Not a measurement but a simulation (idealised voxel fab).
Proc. module: voxel gate over fins
Each square cell in cross-section cut measures 5 nm, and the section as a whole is 250 nm wide.
How to read a cross-section here: the picture is a grid of square cells, written as bands going from the top down, and any band can span one or more rows of cells. A band entry consists of two parts. The first gives the height of the band's top and the height of its bottom, in nm. The rest lists the band's materials from left to right, each with its width in nm. A single material labelled with the word "full width" fills the band from edge to edge, and the word "air" marks empty space. Height datum 0, below which the as-received substrate wafer is one material. Lowest band open at the bottom, running downward: "0 -> down". You'd read "30 to 40" like this: the band's top row of cells is as wide as the first number, its bottom row is as wide as the second, and going down, every row changes width by the same amount as the row before did. For the purposes of this document, the phrase "no change" attached to a step denotes that no cell within the cross-section was modified by that step. The label "Voids, sealed" introduces a list of the empty spaces, 8 cells or larger, that have no open way up to the top; each entry in it reads width x height at distance, where the distance is taken from the left edge and all three are stated in nm. Past the settings on a step's line: simulator remark, on that step. overlay nm: mask offset rightward from planned place, masked step; negative means leftward offset.
Planned step list for the process:
1,RECEIVE with material Si
2,CONFORMAL_DEP with material SiN, thk nm 5
3,MASKED_ETCH with tone cover, mask id FINS, width nm 15, pitch nm 35, etch materials SiN, depth nm 5, overlay nm 0
4,MASKED_ETCH with tone cover, mask id FINS, width nm 15, pitch nm 35, etch materials Si, depth nm 40, overlay nm 0
5,FILL_DEP with material SiO2, thk nm 10
6,CMP with height nm 5
7,SELECTIVE_ETCH with etch materials SiO2, depth nm 15
8,STRIP with etch materials SiN
9,CONFORMAL_DEP with material HfO2, thk nm 5
10,CONFORMAL_DEP with material TiN, thk nm 5
11,FILL_DEP with material W, thk nm 10
12,CMP with height nm 15
13,CONFORMAL_DEP with material SiCN, thk nm 10
Cross-section, incoming material, after step 1:
  0 -> down  Si full width
  Voids, sealed: none
Cross-section taken at module completion on the first of two wafers; processed per the plan:
  25 -> 15  SiCN full width
  15 -> 10  W full width
  10 -> 5  90 nm W  70 nm TiN  90 nm W
  5 -> 0  90 nm W  5 nm TiN  25 nm HfO2  10 nm TiN  25 nm HfO2  5 nm TiN  90 nm W
  0 -> -5  95 nm TiN  5 nm HfO2  15 nm Si  5 nm HfO2  10 nm TiN  5 nm HfO2  15 nm Si  5 nm HfO2  95 nm TiN
  -5 -> -10  100 nm HfO2  15 nm Si  20 nm HfO2  15 nm Si  100 nm HfO2
  -10 -> -40  100 nm SiO2  15 nm Si  20 nm SiO2  15 nm Si  100 nm SiO2
  -40 -> down  Si full width
  Voids, sealed: none
End-of-module cross-section of the second wafer: identical starting point and process plan to the first, with one processing mistake:
  25 -> 15  SiCN full width
  15 -> 10  W full width
  10 -> 5  90 nm W  70 nm TiN  90 nm W
  5 -> 0  90 nm W  5 nm TiN  25 nm SiN  10 nm TiN  25 nm SiN  5 nm TiN  90 nm W
  0 -> -5  95 nm TiN  5 nm SiN  15 nm Si  5 nm SiN  10 nm TiN  5 nm SiN  15 nm Si  5 nm SiN  95 nm TiN
  -5 -> -10  100 nm SiN  15 nm Si  20 nm SiN  15 nm Si  100 nm SiN
  -10 -> -40  100 nm SiO2  15 nm Si  20 nm SiO2  15 nm Si  100 nm SiO2
  -40 -> down  Si full width
  Voids, sealed: none
Diagnosis: the process deviated at step 9: the operation and settings actually run there were CONFORMAL_DEP with material SiN, thk nm 5
Final tally in cells, some materials are higher or lower on the second wafer than on the first: HfO2 -58; SiN +58
